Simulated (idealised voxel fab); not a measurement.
A process module follows: voxel trench capacitor.
Pictured: cross-section cut, 225 nm wide, on a grid of 5 nm square cells.
Reading order for cross-sections: top band down to bottom band. Underlying form: a grid of square cells. Band size: one or more rows of cells. Band: top and bottom heights (nm) first, top before bottom; then materials from left to right, widths in nm. "all across" marks a sole material filling the band edge to edge. "air" denotes empty space. Basically, 0 is our baseline, since under it the wafer straight out of the box is all one material. The bottom band has no lower end and keeps on going down, so it looks like "from 0 down". Quick explanation for "30..40": the width changes in equal steps down the rows of cells, from the first number in the band's top row to the second number in its bottom row. No cell of the cross-section changed in a step that is given as "nothing changed". Empty spaces counting at least 8 cells and having no open way to the top are listed in "Enclosed void entries". The notation width x height at distance is used for each, the distance being from the left edge and all three values in nm. It should be noted that, on the line of a given step, the content following the step's settings is a remark produced by the simulator itself with respect to that step. What "overlay nm" on a step's line means: if the step has a mask, that mask lay this far to the right of its planned place, or, when the value is negative, to the left.

These are the steps we planned for the process:
| 1 | RECEIVE (material Si) |
| 2 | CONFORMAL_DEP (material SiN; thk nm 10) |
| 3 | MASKED_ETCH (tone open; mask id TRENCH; width nm 15; pitch nm 35; etch materials SiN; depth nm 10; overlay nm 0) |
| 4 | MASKED_ETCH (tone open; mask id TRENCH; width nm 15; pitch nm 35; etch materials Si; depth nm 40; overlay nm 0) |
| 5 | CONFORMAL_DEP (material Al2O3; thk nm 5) |
| 6 | FILL_DEP (material polySi; thk nm 10) |
| 7 | CMP (height nm 10) |

Delivered wafer in cross-section: state after step 1:
* from 0 down: Si all across
* Enclosed void entries: none

End-of-module cross-section. Starting structure and process plan as above; one mistake made in running it:
* from 10 to 0: SiN 70  Al2O3 5  polySi 5  Al2O3 5  SiN 20  Al2O3 5  polySi 5  Al2O3 5  SiN 20  Al2O3 5  polySi 5  Al2O3 5  SiN 70
* from 0 to -75: Si 70  Al2O3 5  polySi 5  Al2O3 5  Si 20  Al2O3 5  polySi 5  Al2O3 5  Si 20  Al2O3 5  polySi 5  Al2O3 5  Si 70
* from -75 to -80: Si 70  Al2O3 15  Si 20  Al2O3 15  Si 20  Al2O3 15  Si 70
* from -80 down: Si all across
* Enclosed void entries: none
What went wrong in running the wafer? the plan had its step 4 run twice
